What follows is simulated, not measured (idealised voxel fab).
The following is a process module called voxel gate over fins.
In the cross-section labelled cut, the width is 235 nm and each square cell is 5 nm.
Heads up, the way a cross-section reads in here is a grid of square cells, handed over as bands from the top down, with every band being one or more rows of cells.
Top height, bottom height, nm. Materials left to right, width each, nm. Single material + "everywhere" = fills band edge to edge. "blank" = empty.
Heads up on the height convention: 0 is the point under which the incoming wafer is all one material, and the lowest band has no bottom, it just keeps going down, like "from 0 down".
Width spec "30..40" -> top row of cells at first value, bottom row at second value, equal per-row change in between.
Reading "no change occurred" for a step: not a cell of the cross-section changed in it.
The label "Trapped cavities" introduces a list of the empty spaces, 8 cells or larger, that have no open way up to the top; each entry in it reads width x height at distance, where the distance is taken from the left edge and all three are stated in nm.
What comes after the settings on a step's line is commentary from the simulator itself on that step.
overlay nm: right-of-plan distance of the mask on a masked step; negative values mean left-of-plan.

### These are the steps we planned for the process
1 RECEIVE, material Si
2 CONFORMAL_DEP, material SiN, thk nm 10
3 PATTERN, tone cover, mask id FINS, material resist, width nm 15, pitch nm 55, thk nm 15, overlay nm 0
4 DIRECTIONAL_ETCH, etch materials SiN, depth nm 10
5 DIRECTIONAL_ETCH, etch materials Si, depth nm 40
6 STRIP, etch materials resist
7 OXIDIZE, depth nm 5
8 FILL_DEP, material SiO2, thk nm 5
9 CMP, height nm 10
10 DIRECTIONAL_DEP, material aC, thk nm 15
11 PATTERN, tone open, mask id RAIL, material resist, width nm 15, thk nm 30, overlay nm 0
12 DIRECTIONAL_ETCH, etch materials aC, depth nm 15
13 STRIP, etch materials resist
14 DIRECTIONAL_ETCH, etch materials SiO2, depth nm 45
15 STRIP, etch materials aC
16 CONFORMAL_DEP, material TiN, thk nm 5
17 FILL_DEP, material Ru, thk nm 10
18 CMP, height nm 10
19 SELECTIVE_ETCH, etch materials W Ru TiN, depth nm 30
20 FILL_DEP, material SiO2, thk nm 5
21 CMP, height nm 10
22 SELECTIVE_ETCH, etch materials SiO2, depth nm 25
23 STRIP, etch materials SiN
24 CONFORMAL_DEP, material HfO2, thk nm 5
25 CONFORMAL_DEP, material TiN, thk nm 5
26 FILL_DEP, material W, thk nm 10
27 CMP, height nm 15
28 CONFORMAL_DEP, material SiN, thk nm 5
varied across the wafers: thk nm of step 28. The plan shows the first wafer's value. All wafers start alike

### The first of several wafers, as received after step 1, seen in section
- from 0 down: Si everywhere
- Trapped cavities: none

### First of several wafers in cross-section at module end, following the final step, step 28
- from 20 to 15: SiN everywhere
- from 15 to 10: W everywhere
- from 10 to 5: W 50 nm; TiN 25 nm; W 30 nm; TiN 25 nm; W 30 nm; TiN 25 nm; W 50 nm
- from 5 to 0: W 50 nm; TiN 5 nm; HfO2 15 nm; TiN 5 nm; W 30 nm; TiN 5 nm; HfO2 15 nm; TiN 5 nm; W 30 nm; TiN 5 nm; HfO2 15 nm; TiN 5 nm; W 50 nm
- from 0 to -5: W 50 nm; TiN 5 nm; HfO2 5 nm; Si 5 nm; HfO2 5 nm; TiN 5 nm; W 30 nm; TiN 5 nm; HfO2 5 nm; Si 5 nm; HfO2 5 nm; TiN 5 nm; W 30 nm; TiN 5 nm; HfO2 5 nm; Si 5 nm; HfO2 5 nm; TiN 5 nm; W 50 nm
- from -5 to -10: TiN 55 nm; HfO2 5 nm; Si 5 nm; HfO2 5 nm; TiN 40 nm; HfO2 5 nm; Si 5 nm; HfO2 5 nm; TiN 40 nm; HfO2 5 nm; Si 5 nm; HfO2 5 nm; TiN 55 nm
- from -10 to -15: HfO2 60 nm; Si 5 nm; HfO2 50 nm; Si 5 nm; HfO2 50 nm; Si 5 nm; HfO2 60 nm
- from -15 to -20: SiO2 60 nm; Si 5 nm; SiO2 50 nm; Si 5 nm; SiO2 50 nm; Si 5 nm; SiO2 60 nm
- from -20 to -30: SiO2 60 nm; Si 5 nm; SiO2 15 nm; TiN 5 nm; Ru 5 nm; TiN 5 nm; SiO2 20 nm; Si 5 nm; SiO2 50 nm; Si 5 nm; SiO2 60 nm
- from -30 to -35: SiO2 60 nm; Si 5 nm; SiO2 15 nm; TiN 15 nm; SiO2 20 nm; Si 5 nm; SiO2 50 nm; Si 5 nm; SiO2 60 nm
- from -35 to -45: SiO2 60 nm; Si 5 nm; SiO2 50 nm; Si 5 nm; SiO2 50 nm; Si 5 nm; SiO2 60 nm
- from -45 down: Si everywhere
- Trapped cavities: none

### Module end, final wafer: cross-section
- from 40 to 15: SiN everywhere
- from 15 to 10: W everywhere
- from 10 to 5: W 50 nm; TiN 25 nm; W 30 nm; TiN 25 nm; W 30 nm; TiN 25 nm; W 50 nm
- from 5 to 0: W 50 nm; TiN 5 nm; HfO2 15 nm; TiN 5 nm; W 30 nm; TiN 5 nm; HfO2 15 nm; TiN 5 nm; W 30 nm; TiN 5 nm; HfO2 15 nm; TiN 5 nm; W 50 nm
- from 0 to -5: W 50 nm; TiN 5 nm; HfO2 5 nm; Si 5 nm; HfO2 5 nm; TiN 5 nm; W 30 nm; TiN 5 nm; HfO2 5 nm; Si 5 nm; HfO2 5 nm; TiN 5 nm; W 30 nm; TiN 5 nm; HfO2 5 nm; Si 5 nm; HfO2 5 nm; TiN 5 nm; W 50 nm
- from -5 to -10: TiN 55 nm; HfO2 5 nm; Si 5 nm; HfO2 5 nm; TiN 40 nm; HfO2 5 nm; Si 5 nm; HfO2 5 nm; TiN 40 nm; HfO2 5 nm; Si 5 nm; HfO2 5 nm; TiN 55 nm
- from -10 to -15: HfO2 60 nm; Si 5 nm; HfO2 50 nm; Si 5 nm; HfO2 50 nm; Si 5 nm; HfO2 60 nm
- from -15 to -20: SiO2 60 nm; Si 5 nm; SiO2 50 nm; Si 5 nm; SiO2 50 nm; Si 5 nm; SiO2 60 nm
- from -20 to -30: SiO2 60 nm; Si 5 nm; SiO2 15 nm; TiN 5 nm; Ru 5 nm; TiN 5 nm; SiO2 20 nm; Si 5 nm; SiO2 50 nm; Si 5 nm; SiO2 60 nm
- from -30 to -35: SiO2 60 nm; Si 5 nm; SiO2 15 nm; TiN 15 nm; SiO2 20 nm; Si 5 nm; SiO2 50 nm; Si 5 nm; SiO2 60 nm
- from -35 to -45: SiO2 60 nm; Si 5 nm; SiO2 50 nm; Si 5 nm; SiO2 50 nm; Si 5 nm; SiO2 60 nm
- from -45 down: Si everywhere
- Trapped cavities: none

### The table below has one row for each wafer; a row shows, as of the end of the module, how many cells of each material the wafer has gained, marked (+), or lost, marked (-), since it was received, and then the wafer's closed voids
thk nm 5; +65 HfO2; +2 Ru; -396 Si; +47 SiN; +255 SiO2; +72 TiN; +143 W; Trapped cavities: none
thk nm 10; +65 HfO2; +2 Ru; -396 Si; +94 SiN; +255 SiO2; +72 TiN; +143 W; Trapped cavities: none
thk nm 15; +65 HfO2; +2 Ru; -396 Si; +141 SiN; +255 SiO2; +72 TiN; +143 W; Trapped cavities: none
thk nm 20; +65 HfO2; +2 Ru; -396 Si; +188 SiN; +255 SiO2; +72 TiN; +143 W; Trapped cavities: none
thk nm 25; +65 HfO2; +2 Ru; -396 Si; +235 SiN; +255 SiO2; +72 TiN; +143 W; Trapped cavities: none
